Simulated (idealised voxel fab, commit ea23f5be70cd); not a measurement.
A process module follows: voxel double patterning.
cross-section cut | 155 nm wide | cells 5 nm
This document writes a cross-section as a grid whose cells are square, and gives it as bands, listed from the top down; one or more rows of cells form a band. Top height, bottom height, nm. Materials left to right, width each, nm. Single material + "all across" = fills band edge to edge. "air" = empty. Beneath 0, the wafer as received is one material, and that level is where height counting begins. The lowest band goes on downward without a bottom; it is written like "0 and below". When a width is written as two numbers, as in "30->40", the first number is the width in the top row of cells of the band and the second is the width in its bottom row, and the width changes by the same amount from each row to the next. "nothing changed" -> step changed no cross-section cell. "Enclosed void listing" lists enclosed empty spaces (at least 8 cells, no open path upward to the top), each as width x height at distance from the left edge, in nm. What comes after the settings on a step's line is commentary from the simulator itself on that step. Regarding "overlay nm": on a step with a mask, it is the distance the mask lay to the right of its planned place; a negative value places it to the left.
### Intended process steps
1: RECEIVE (material Si)
2: CONFORMAL_DEP (material SiO2; thk nm 10)
3: DIRECTIONAL_DEP (material TiN; thk nm 15)
4: DIRECTIONAL_DEP (material SiCN; thk nm 10)
5: DIRECTIONAL_DEP (material aC; thk nm 15)
6: PATTERN (tone open; mask id FIRST; material resist; width nm 15; pitch nm 50; thk nm 35; overlay nm 0)
7: DIRECTIONAL_ETCH (etch materials aC; depth nm 15)
8: STRIP (etch materials resist)
9: DIRECTIONAL_ETCH (etch materials SiCN; depth nm 10)
10: STRIP (etch materials aC)
11: MASKED_ETCH (tone open; mask id SECOND; width nm 15; pitch nm 50; etch materials SiCN; depth nm 10; overlay nm 0)
12: DIRECTIONAL_ETCH (etch materials TiN; depth nm 15)
13: STRIP (etch materials SiCN)
### So, the first of our two wafers, run just as we planned it
### Cross-section, incoming material, after step 1
    0 and below  Si all across
    Enclosed void listing: none
### The wafer, seen in cross-section, after step 2
    10 down to 0  SiO2 all across
    Everything under 0 stays put, no change at all.
### The wafer, seen in cross-section, after step 3
    25 down to 10  TiN all across
    Everything under 10 stays put, no change at all.
### The wafer, seen in cross-section, after step 4
    35 down to 25  SiCN all across
    Everything under 25 stays put, no change at all.
### The wafer, seen in cross-section, after step 5
    50 down to 35  aC all across
    Everything under 35 stays put, no change at all.
### The wafer, seen in cross-section, after step 6
    85 down to 50  resist 20 nm  air 15 nm  resist 35 nm  air 15 nm  resist 35 nm  air 15 nm  resist 20 nm
    Everything under 50 stays put, no change at all.
### The wafer, seen in cross-section, after step 7
    70 down to 50  resist 20 nm  air 15 nm  resist 35 nm  air 15 nm  resist 35 nm  air 15 nm  resist 20 nm
    50 down to 35  aC 20 nm  air 15 nm  aC 35 nm  air 15 nm  aC 35 nm  air 15 nm  aC 20 nm
    Everything under 35 stays put, no change at all.
### The wafer, seen in cross-section, after step 8
    50 down to 35  aC 20 nm  air 15 nm  aC 35 nm  air 15 nm  aC 35 nm  air 15 nm  aC 20 nm
    Everything under 35 stays put, no change at all.
### The wafer, seen in cross-section, after step 9
    50 down to 35  aC 20 nm  air 15 nm  aC 35 nm  air 15 nm  aC 35 nm  air 15 nm  aC 20 nm
    35 down to 25  SiCN 20 nm  air 15 nm  SiCN 35 nm  air 15 nm  SiCN 35 nm  air 15 nm  SiCN 20 nm
    Everything under 25 stays put, no change at all.
### The wafer, seen in cross-section, after step 10
    35 down to 25  SiCN 20 nm  air 15 nm  SiCN 35 nm  air 15 nm  SiCN 35 nm  air 15 nm  SiCN 20 nm
    Everything under 25 stays put, no change at all.
### The wafer, seen in cross-section, after step 11
    35 down to 25  SiCN 20 nm  air 15 nm  SiCN 10 nm  air 15 nm  SiCN 10 nm  air 15 nm  SiCN 10 nm  air 15 nm  SiCN 10 nm  air 15 nm  SiCN 20 nm
    Everything under 25 stays put, no change at all.
### The wafer, seen in cross-section, after step 12
    35 down to 25  SiCN 20 nm  air 15 nm  SiCN 10 nm  air 15 nm  SiCN 10 nm  air 15 nm  SiCN 10 nm  air 15 nm  SiCN 10 nm  air 15 nm  SiCN 20 nm
    25 down to 10  TiN 20 nm  air 15 nm  TiN 10 nm  air 15 nm  TiN 10 nm  air 15 nm  TiN 10 nm  air 15 nm  TiN 10 nm  air 15 nm  TiN 20 nm
    Everything under 10 stays put, no change at all.
### The wafer, seen in cross-section, after step 13
    25 down to 10  TiN 20 nm  air 15 nm  TiN 10 nm  air 15 nm  TiN 10 nm  air 15 nm  TiN 10 nm  air 15 nm  TiN 10 nm  air 15 nm  TiN 20 nm
    Everything under 10 stays put, no change at all.
### second wafer: like start, like plan, one mistake. Through step 1 it matches the first wafer
X-section, second wafer, when step 2 was due to finish: nothing changed
### X-section, second wafer, when step 3 was due to finish
    15 down to 0  TiN all across
    Everything under 0 stays put, no change at all.
### X-section, second wafer, when step 4 was due to finish
    25 down to 15  SiCN all across
    Everything under 15 stays put, no change at all.
### X-section, second wafer, when step 5 was due to finish
    40 down to 25  aC all across
    Everything under 25 stays put, no change at all.
### X-section, second wafer, when step 6 was due to finish
    75 down to 40  resist 20 nm  air 15 nm  resist 35 nm  air 15 nm  resist 35 nm  air 15 nm  resist 20 nm
    Everything under 40 stays put, no change at all.
### X-section, second wafer, when step 7 was due to finish
    60 down to 40  resist 20 nm  air 15 nm  resist 35 nm  air 15 nm  resist 35 nm  air 15 nm  resist 20 nm
    40 down to 25  aC 20 nm  air 15 nm  aC 35 nm  air 15 nm  aC 35 nm  air 15 nm  aC 20 nm
    Everything under 25 stays put, no change at all.
### X-section, second wafer, when step 8 was due to finish
    40 down to 25  aC 20 nm  air 15 nm  aC 35 nm  air 15 nm  aC 35 nm  air 15 nm  aC 20 nm
    Everything under 25 stays put, no change at all.
### X-section, second wafer, when step 9 was due to finish
    40 down to 25  aC 20 nm  air 15 nm  aC 35 nm  air 15 nm  aC 35 nm  air 15 nm  aC 20 nm
    25 down to 15  SiCN 20 nm  air 15 nm  SiCN 35 nm  air 15 nm  SiCN 35 nm  air 15 nm  SiCN 20 nm
    Everything under 15 stays put, no change at all.
### X-section, second wafer, when step 10 was due to finish
    25 down to 15  SiCN 20 nm  air 15 nm  SiCN 35 nm  air 15 nm  SiCN 35 nm  air 15 nm  SiCN 20 nm
    Everything under 15 stays put, no change at all.
### X-section, second wafer, when step 11 was due to finish
    25 down to 15  SiCN 20 nm  air 15 nm  SiCN 10 nm  air 15 nm  SiCN 10 nm  air 15 nm  SiCN 10 nm  air 15 nm  SiCN 10 nm  air 15 nm  SiCN 20 nm
    Everything under 15 stays put, no change at all.
### X-section, second wafer, when step 12 was due to finish
    25 down to 15  SiCN 20 nm  air 15 nm  SiCN 10 nm  air 15 nm  SiCN 10 nm  air 15 nm  SiCN 10 nm  air 15 nm  SiCN 10 nm  air 15 nm  SiCN 20 nm
    15 down to 0  TiN 20 nm  air 15 nm  TiN 10 nm  air 15 nm  TiN 10 nm  air 15 nm  TiN 10 nm  air 15 nm  TiN 10 nm  air 15 nm  TiN 20 nm
    Everything under 0 stays put, no change at all.
### X-section, second wafer, when step 13 was due to finish
    15 down to 0  TiN 20 nm  air 15 nm  TiN 10 nm  air 15 nm  TiN 10 nm  air 15 nm  TiN 10 nm  air 15 nm  TiN 10 nm  air 15 nm  TiN 20 nm
    Everything under 0 stays put, no change at all.
Processing error: the plan's step 2 was left out and never carried out
At the finish, the second wafer shows more or fewer cells for some materials than the first does: SiO2: 62 fewer
